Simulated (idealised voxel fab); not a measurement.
Process module name: voxel ribs on slabs
Shown is cross-section cut, with a width of 215 nm and square cells of size 5 nm.
Reading order for cross-sections: top band down to bottom band. Underlying form: a grid of square cells. Band size: one or more rows of cells.
Top, bottom (nm), then materials left to right with widths (nm); lone material tagged "full width" fills the whole band edge to edge; "empty" = empty space.
Heights from 0 (as-received wafer is one material below). Bottom band endless downward, as "0 down".
Quick explanation for "30 to 40": the width changes in equal steps down the rows of cells, from the first number in the band's top row to the second number in its bottom row.
A step reported as "no modifications" is a step in which no cell of the cross-section changed.
Closed void table: empty space of 8 cells or more with no open way to the top, each as width x height at its distance from the left edge, in nm
What comes after the settings on a step's line is commentary from the simulator itself on that step.
overlay nm: right-of-plan distance of the mask on a masked step; negative values mean left-of-plan.
-- Steps in the process plan
1) RECEIVE [material Si]
2) DIRECTIONAL_DEP [material SiO2] [thk nm 30]
3) DIRECTIONAL_DEP [material polySi] [thk nm 25]
4) DIRECTIONAL_DEP [material aC] [thk nm 15]
5) PATTERN [tone cover] [mask id RIB] [material resist] [width nm 15] [thk nm 35] [overlay nm 0]
6) DIRECTIONAL_ETCH [etch materials aC] [depth nm 15]
7) STRIP [etch materials resist]
8) DIRECTIONAL_ETCH [etch materials polySi] [depth nm 20]
9) STRIP [etch materials aC]
10) DIRECTIONAL_DEP [material aC] [thk nm 10]
11) PATTERN [tone cover] [mask id SLAB] [material resist] [width nm 55] [thk nm 30] [overlay nm 0]
12) DIRECTIONAL_ETCH [etch materials aC] [depth nm 10]
13) STRIP [etch materials resist]
14) DIRECTIONAL_ETCH [etch materials polySi] [depth nm 5]
15) STRIP [etch materials aC]
16) FILL_DEP [material SiO2] [thk nm 25]
17) CMP [height nm 70]
18) DIRECTIONAL_DEP [material W] [thk nm 5]
19) MASKED_ETCH [tone cover] [mask id HEATER] [width nm 25] [etch materials W] [depth nm 5] [overlay nm 0]
20) CONFORMAL_DEP [material SiN] [thk nm 5]
-- So this is the incoming wafer in cross-section - it's already been through step 1
> 0 down | Si full width
> Closed void table: none
-- Cross-section, first of two wafers, end of module, run as planned
> 80 to 75 | empty: 90, SiN: 35, empty: 90
> 75 to 70 | SiN: 95, W: 25, SiN: 95
> 70 to 55 | SiO2 full width
> 55 to 35 | SiO2: 100, polySi: 15, SiO2: 100
> 35 to 30 | SiO2: 80, polySi: 55, SiO2: 80
> 30 to 0 | SiO2 full width
> 0 down | Si full width
> Closed void table: none
-- Cross-section of the latter of the two wafers at module completion. It had an identical start and an identical plan to the former; in running it, one mistake was made
> 90 to 85 | empty: 80, SiN: 55, empty: 80
> 85 to 75 | SiN full width
> 75 to 70 | SiN: 95, W: 25, SiN: 95
> 70 to 55 | SiO2 full width
> 55 to 35 | SiO2: 100, polySi: 15, SiO2: 100
> 35 to 30 | SiO2: 80, polySi: 55, SiO2: 80
> 30 to 0 | SiO2 full width
> 0 down | Si full width
> Closed void table: none
Misprocessing identified: heads up, step 20 didn't go per plan, it actually ran as CONFORMAL_DEP [material SiN] [thk nm 15]
Final tally in cells, some materials are higher or lower on the second wafer than on the first: SiN: 90 more
